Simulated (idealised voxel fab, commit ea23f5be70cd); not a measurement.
Herein follows the process module entitled voxel self aligned vias.
Square cells of 5 nm make up the cross-section cut, whose width is 165 nm.
A cross-section in this document is a grid of square cells, and it is written down as bands, the top band listed before the ones below it; a band is made up of one or more rows of cells.
Band: top and bottom heights (nm) first, top before bottom; then materials from left to right, widths in nm. "everywhere" marks a sole material filling the band edge to edge. "air" denotes empty space.
Measure heights from 0. That's the level where, below it, the as-received wafer is all one material. The lowest band is bottomless and extends downward; write it as in "0..down".
Read "30->40" as a graded width: first number on top, second number at the bottom, same change between each pair of neighbouring rows.
Reading "identical to before" for a step: not a cell of the cross-section changed in it.
Closed empty spaces (no open way to the top) of 8 cells or more are what "Closed void roster" lists, each as width x height at distance from the left edge, nm for all three.
Past the settings on a step's line: simulator remark, on that step.
overlay nm, on a step with a mask: how far to the right of its planned place the mask lay; to the left if negative
## The planned process steps are enumerated hereunder
- 1: RECEIVE [material Si]
- 2: CONFORMAL_DEP [material SiO2] [thk nm 15]
- 3: CONFORMAL_DEP [material SiCN] [thk nm 5]
- 4: DIRECTIONAL_DEP [material lowk] [thk nm 30]
- 5: PATTERN [tone open] [mask id LINES] [material resist] [width nm 30] [pitch nm 80] [thk nm 20] [overlay nm 0]
- 6: DIRECTIONAL_ETCH [etch materials lowk] [depth nm 30]
- 7: STRIP [etch materials resist]
- 8: CONFORMAL_DEP [material TiN] [thk nm 5]
- 9: FILL_DEP [material W] [thk nm 10]
- 10: CMP [height nm 50]
- 11: SELECTIVE_ETCH [etch materials W Ru TiN] [depth nm 10]
- 12: FILL_DEP [material SiN] [thk nm 5]
- 13: CMP [height nm 50]
- 14: DIRECTIONAL_DEP [material lowk] [thk nm 20]
- 15: DIRECTIONAL_DEP [material aC] [thk nm 10]
- 16: PATTERN [tone open] [mask id VIAS] [material resist] [width nm 50] [pitch nm 80] [thk nm 30] [overlay nm 0]
- 17: DIRECTIONAL_ETCH [etch materials aC] [depth nm 10]
- 18: STRIP [etch materials resist]
- 19: DIRECTIONAL_ETCH [etch materials lowk] [depth nm 20]
- 20: DIRECTIONAL_ETCH [etch materials SiN] [depth nm 10]
- 21: STRIP [etch materials aC]
- 22: CONFORMAL_DEP [material TiN] [thk nm 5]
- 23: FILL_DEP [material W] [thk nm 10]
- 24: CMP [height nm 70]
- 25: CONFORMAL_DEP [material SiCN] [thk nm 5]
## Wafer as received: cross-section following step 1
    0..down = Si everywhere
    Closed void roster: none
## End-of-module XS, first of two wafers, run as planned
    75..70 = SiCN everywhere
    70..55 = lowk=15, TiN=5, W=40, TiN=5, lowk=30, TiN=5, W=40, TiN=5, lowk=20
    55..45 = lowk=15->25, TiN=15->5, W=20, TiN=15->5, lowk=30->50, TiN=15->5, W=20, TiN=15->5, lowk=20->30
    45..40 = lowk=25, TiN=30, lowk=50, TiN=30, lowk=30
    40..25 = lowk=25, TiN=5, W=20, TiN=5, lowk=50, TiN=5, W=20, TiN=5, lowk=30
    25..20 = lowk=25, TiN=30, lowk=50, TiN=30, lowk=30
    20..15 = SiCN everywhere
    15..0 = SiO2 everywhere
    0..down = Si everywhere
    Closed void roster: none
## Cross-sectional image of the second wafer of the two following completion of the module. Starting state and process plan were the same as for the first wafer; one execution error occurred
    75..70 = SiCN everywhere
    70..55 = W=10, TiN=5, lowk=50, TiN=5, W=20, TiN=5, lowk=50, TiN=5, W=15
    55..50 = TiN=15, lowk=50, TiN=30, lowk=50, TiN=20
    50..40 = lowk=25, SiN=30, lowk=50, SiN=30, lowk=30
    40..25 = lowk=25, TiN=5, W=20, TiN=5, lowk=50, TiN=5, W=20, TiN=5, lowk=30
    25..20 = lowk=25, TiN=30, lowk=50, TiN=30, lowk=30
    20..15 = SiCN everywhere
    15..0 = SiO2 everywhere
    0..down = Si everywhere
    Closed void roster: none
Which mistake was made when the wafer was run? off-plan run, step 16, actual operation and settings PATTERN [tone cover] [mask id VIAS] [material resist] [width nm 50] [pitch nm 80] [thk nm 30] [overlay nm 0]
End check, counted in cells, second wafer has more or fewer of these materials than the first: 24 more of SiN, 15 fewer of TiN, 37 fewer of W, 28 more of lowk
